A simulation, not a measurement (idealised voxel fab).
process module | voxel capacitor over wiring
cross-section cut | 230 nm wide | cells 5 nm
A cross-section is a grid of square cells, given in bands from the top down. A band is one or more rows of cells.
Each band's line starts with the height of the band's top and of its bottom, in nm. Then come its materials from left to right, each with its width in nm. One material with "throughout" fills the band from edge to edge. "air" is empty space.
Height 0 is the level under which the wafer as received is all one material. The lowest band goes on downwards, as in "0 down".
A width such as "30 to 40" changes by the same amount from each row of cells to the next, from the band's top row to its bottom row.
"no change" after a step means that no cell of the cross-section changed.
closed voids: empty space of 8 cells or more with no open way to the top, each as width x height at its distance from the left edge, in nm
after a step's settings: what the simulator itself notes on the step
overlay nm, on a step with a mask: how far to the right of its planned place the mask lay; to the left if negative
plan
1 op RECEIVE | material Si
2 op CONFORMAL_DEP | material SiO2 | thk nm 10
3 op CONFORMAL_DEP | material SiN | thk nm 5
4 op DIRECTIONAL_DEP | material lowk | thk nm 15
5 op PATTERN | tone open | mask id METAL_1 | material resist | width nm 20 | pitch nm 80 | thk nm 20 | overlay nm 0
6 op DIRECTIONAL_ETCH | etch materials lowk | depth nm 15
7 op DIRECTIONAL_ETCH | etch materials SiN | depth nm 5
8 op STRIP | etch materials resist
9 op CONFORMAL_DEP | material TiN | thk nm 5
10 op FILL_DEP | material W | thk nm 10
11 op CMP | height nm 30
12 op CONFORMAL_DEP | material SiCN | thk nm 5
13 op DIRECTIONAL_DEP | material SiO2 | thk nm 15
14 op MASKED_ETCH | tone open | mask id PLUG_1 | width nm 15 | etch materials SiO2 | depth nm 15 | overlay nm 0
15 op MASKED_ETCH | tone open | mask id PLUG_1 | width nm 15 | etch materials SiCN | depth nm 5 | overlay nm 0
16 op CONFORMAL_DEP | material TiN | thk nm 5
17 op FILL_DEP | material Ru | thk nm 10
18 op CMP | height nm 50
19 op DIRECTIONAL_DEP | material TiN | thk nm 5
20 op DIRECTIONAL_DEP | material Al2O3 | thk nm 5
21 op DIRECTIONAL_DEP | material TiN | thk nm 5
22 op MASKED_ETCH | tone cover | mask id UPPER_PLATE | width nm 65 | etch materials TiN | depth nm 5 | overlay nm 0
23 op MASKED_ETCH | tone cover | mask id UPPER_PLATE | width nm 65 | etch materials Al2O3 | depth nm 5 | overlay nm 0
24 op PATTERN | tone cover | mask id LOWER_PLATE | material resist | width nm 75 | thk nm 20 | overlay nm 0
25 op DIRECTIONAL_ETCH | etch materials TiN | depth nm 5
26 op STRIP | etch materials resist
27 op FILL_DEP | material SiO2 | thk nm 15
28 op CMP | height nm 75
29 op MASKED_ETCH | tone open | mask id PLUG_2 | width nm 15 | etch materials SiO2 | depth nm 10 | overlay nm 0
30 op CONFORMAL_DEP | material TiN | thk nm 5
31 op FILL_DEP | material Ru | thk nm 10
32 op CMP | height nm 75
33 op CONFORMAL_DEP | material SiN | thk nm 5
first wafer, as planned
as received, after step 1
  0 down: Si throughout
  closed voids: none
after step 2
  10 to 0: SiO2 throughout
  below 0: unchanged
after step 3
  15 to 10: SiN throughout
  below 10: unchanged
after step 4
  30 to 15: lowk throughout
  below 15: unchanged
after step 5
  50 to 30: resist 65 | air 20 | resist 60 | air 20 | resist 65
  below 30: unchanged
after step 6
  50 to 30: resist 65 | air 20 | resist 60 | air 20 | resist 65
  30 to 15: lowk 65 | air 20 | lowk 60 | air 20 | lowk 65
  below 15: unchanged
after step 7
  50 to 30: resist 65 | air 20 | resist 60 | air 20 | resist 65
  30 to 15: lowk 65 | air 20 | lowk 60 | air 20 | lowk 65
  15 to 10: SiN 65 | air 20 | SiN 60 | air 20 | SiN 65
  below 10: unchanged
after step 8
  30 to 15: lowk 65 | air 20 | lowk 60 | air 20 | lowk 65
  below 15: unchanged
after step 9
  35 to 30: TiN 70 | air 10 | TiN 70 | air 10 | TiN 70
  30 to 15: lowk 65 | TiN 5 | air 10 | TiN 5 | lowk 60 | TiN 5 | air 10 | TiN 5 | lowk 65
  15 to 10: SiN 65 | TiN 20 | SiN 60 | TiN 20 | SiN 65
  below 10: unchanged
after step 10
  45 to 35: W throughout
  35 to 30: TiN 70 | W 10 | TiN 70 | W 10 | TiN 70
  30 to 15: lowk 65 | TiN 5 | W 10 | TiN 5 | lowk 60 | TiN 5 | W 10 | TiN 5 | lowk 65
  below 15: unchanged
after step 11
  30 to 15: lowk 65 | TiN 5 | W 10 | TiN 5 | lowk 60 | TiN 5 | W 10 | TiN 5 | lowk 65
  below 15: unchanged
after step 12
  35 to 30: SiCN throughout
  below 30: unchanged
after step 13
  50 to 35: SiO2 throughout
  below 35: unchanged
after step 14
  50 to 35: SiO2 70 | air 15 | SiO2 145
  below 35: unchanged
after step 15
  50 to 35: SiO2 70 | air 15 | SiO2 145
  35 to 30: SiCN 70 | air 15 | SiCN 145
  below 30: unchanged
after step 16
  55 to 50: TiN 75 | air 5 | TiN 150
  50 to 35: SiO2 70 | TiN 5 | air 5 | TiN 5 | SiO2 145
  35 to 30: SiCN 70 | TiN 15 | SiCN 145
  below 30: unchanged
after step 17
  65 to 55: Ru throughout
  55 to 50: TiN 75 | Ru 5 | TiN 150
  50 to 35: SiO2 70 | TiN 5 | Ru 5 | TiN 5 | SiO2 145
  below 35: unchanged
after step 18
  50 to 35: SiO2 70 | TiN 5 | Ru 5 | TiN 5 | SiO2 145
  below 35: unchanged
after step 19
  55 to 50: TiN throughout
  below 50: unchanged
after step 20
  60 to 55: Al2O3 throughout
  below 55: unchanged
after step 21
  65 to 60: TiN throughout
  below 60: unchanged
after step 22
  65 to 60: air 70 | TiN 65 | air 95
  below 60: unchanged
after step 23
  65 to 60: air 70 | TiN 65 | air 95
  60 to 55: air 70 | Al2O3 65 | air 95
  below 55: unchanged
after step 24
  85 to 65: air 65 | resist 75 | air 90
  65 to 60: air 65 | resist 5 | TiN 65 | resist 5 | air 90
  60 to 55: air 65 | resist 5 | Al2O3 65 | resist 5 | air 90
  below 55: unchanged
after step 25
  85 to 65: air 65 | resist 75 | air 90
  65 to 60: air 65 | resist 5 | TiN 65 | resist 5 | air 90
  60 to 55: air 65 | resist 5 | Al2O3 65 | resist 5 | air 90
  55 to 50: air 65 | TiN 75 | air 90
  below 50: unchanged
after step 26
  65 to 60: air 70 | TiN 65 | air 95
  60 to 55: air 70 | Al2O3 65 | air 95
  below 55: unchanged
after step 27
  80 to 65: SiO2 throughout
  65 to 60: SiO2 70 | TiN 65 | SiO2 95
  60 to 55: SiO2 70 | Al2O3 65 | SiO2 95
  55 to 50: SiO2 65 | TiN 75 | SiO2 90
  below 50: unchanged
after step 28
  75 to 65: SiO2 throughout
  below 65: unchanged
after step 29
  75 to 65: SiO2 80 | air 15 | SiO2 135
  below 65: unchanged
after step 30
  80 to 75: TiN 85 | air 5 | TiN 140
  75 to 70: SiO2 80 | TiN 5 | air 5 | TiN 5 | SiO2 135
  70 to 60: SiO2 80 to 70 | TiN 15 to 65 | SiO2 135 to 95
  below 60: unchanged
after step 31
  90 to 80: Ru throughout
  80 to 75: TiN 85 | Ru 5 | TiN 140
  75 to 70: SiO2 80 | TiN 5 | Ru 5 | TiN 5 | SiO2 135
  below 70: unchanged
after step 32
  75 to 70: SiO2 80 | TiN 5 | Ru 5 | TiN 5 | SiO2 135
  below 70: unchanged
after step 33
  80 to 75: SiN throughout
  below 75: unchanged
second wafer: like start, like plan, one mistake. Through step 4 it matches the first wafer
when step 5 should have ended
  50 to 30: resist 65 | air 25 | resist 55 | air 25 | resist 60
  below 30: unchanged
when step 6 should have ended
  50 to 30: resist 65 | air 25 | resist 55 | air 25 | resist 60
  30 to 15: lowk 65 | air 25 | lowk 55 | air 25 | lowk 60
  below 15: unchanged
when step 7 should have ended
  50 to 30: resist 65 | air 25 | resist 55 | air 25 | resist 60
  30 to 15: lowk 65 | air 25 | lowk 55 | air 25 | lowk 60
  15 to 10: SiN 65 | air 25 | SiN 55 | air 25 | SiN 60
  below 10: unchanged
when step 8 should have ended
  30 to 15: lowk 65 | air 25 | lowk 55 | air 25 | lowk 60
  below 15: unchanged
when step 9 should have ended
  35 to 30: TiN 70 | air 15 | TiN 65 | air 15 | TiN 65
  30 to 15: lowk 65 | TiN 5 | air 15 | TiN 5 | lowk 55 | TiN 5 | air 15 | TiN 5 | lowk 60
  15 to 10: SiN 65 | TiN 25 | SiN 55 | TiN 25 | SiN 60
  below 10: unchanged
when step 10 should have ended
  45 to 35: W throughout
  35 to 30: TiN 70 | W 15 | TiN 65 | W 15 | TiN 65
  30 to 15: lowk 65 | TiN 5 | W 15 | TiN 5 | lowk 55 | TiN 5 | W 15 | TiN 5 | lowk 60
  below 15: unchanged
when step 11 should have ended
  30 to 15: lowk 65 | TiN 5 | W 15 | TiN 5 | lowk 55 | TiN 5 | W 15 | TiN 5 | lowk 60
  below 15: unchanged
when step 12 should have ended
  35 to 30: SiCN throughout
  below 30: unchanged
when step 13 should have ended
  50 to 35: SiO2 throughout
  below 35: unchanged
when step 14 should have ended
  50 to 35: SiO2 70 | air 15 | SiO2 145
  below 35: unchanged
when step 15 should have ended
  50 to 35: SiO2 70 | air 15 | SiO2 145
  35 to 30: SiCN 70 | air 15 | SiCN 145
  below 30: unchanged
when step 16 should have ended
  55 to 50: TiN 75 | air 5 | TiN 150
  50 to 35: SiO2 70 | TiN 5 | air 5 | TiN 5 | SiO2 145
  35 to 30: SiCN 70 | TiN 15 | SiCN 145
  below 30: unchanged
when step 17 should have ended
  65 to 55: Ru throughout
  55 to 50: TiN 75 | Ru 5 | TiN 150
  50 to 35: SiO2 70 | TiN 5 | Ru 5 | TiN 5 | SiO2 145
  below 35: unchanged
when step 18 should have ended
  50 to 35: SiO2 70 | TiN 5 | Ru 5 | TiN 5 | SiO2 145
  below 35: unchanged
when step 19 should have ended
  55 to 50: TiN throughout
  below 50: unchanged
when step 20 should have ended
  60 to 55: Al2O3 throughout
  below 55: unchanged
when step 21 should have ended
  65 to 60: TiN throughout
  below 60: unchanged
when step 22 should have ended
  65 to 60: air 70 | TiN 65 | air 95
  below 60: unchanged
when step 23 should have ended
  65 to 60: air 70 | TiN 65 | air 95
  60 to 55: air 70 | Al2O3 65 | air 95
  below 55: unchanged
when step 24 should have ended
  85 to 65: air 65 | resist 75 | air 90
  65 to 60: air 65 | resist 5 | TiN 65 | resist 5 | air 90
  60 to 55: air 65 | resist 5 | Al2O3 65 | resist 5 | air 90
  below 55: unchanged
when step 25 should have ended
  85 to 65: air 65 | resist 75 | air 90
  65 to 60: air 65 | resist 5 | TiN 65 | resist 5 | air 90
  60 to 55: air 65 | resist 5 | Al2O3 65 | resist 5 | air 90
  55 to 50: air 65 | TiN 75 | air 90
  below 50: unchanged
when step 26 should have ended
  65 to 60: air 70 | TiN 65 | air 95
  60 to 55: air 70 | Al2O3 65 | air 95
  below 55: unchanged
when step 27 should have ended
  80 to 65: SiO2 throughout
  65 to 60: SiO2 70 | TiN 65 | SiO2 95
  60 to 55: SiO2 70 | Al2O3 65 | SiO2 95
  55 to 50: SiO2 65 | TiN 75 | SiO2 90
  below 50: unchanged
when step 28 should have ended
  75 to 65: SiO2 throughout
  below 65: unchanged
when step 29 should have ended
  75 to 65: SiO2 80 | air 15 | SiO2 135
  below 65: unchanged
when step 30 should have ended
  80 to 75: TiN 85 | air 5 | TiN 140
  75 to 70: SiO2 80 | TiN 5 | air 5 | TiN 5 | SiO2 135
  70 to 60: SiO2 80 to 70 | TiN 15 to 65 | SiO2 135 to 95
  below 60: unchanged
when step 31 should have ended
  90 to 80: Ru throughout
  80 to 75: TiN 85 | Ru 5 | TiN 140
  75 to 70: SiO2 80 | TiN 5 | Ru 5 | TiN 5 | SiO2 135
  below 70: unchanged
when step 32 should have ended
  75 to 70: SiO2 80 | TiN 5 | Ru 5 | TiN 5 | SiO2 135
  below 70: unchanged
when step 33 should have ended
  80 to 75: SiN throughout
  below 75: unchanged
what went wrong: step 5 ran as: op PATTERN | tone open | mask id METAL_1 | material resist | width nm 25 | pitch nm 80 | thk nm 20 | overlay nm 0
at the end the second wafer has, in cells: 2 fewer of SiN | 2 more of TiN | 6 more of W | 6 fewer of lowk
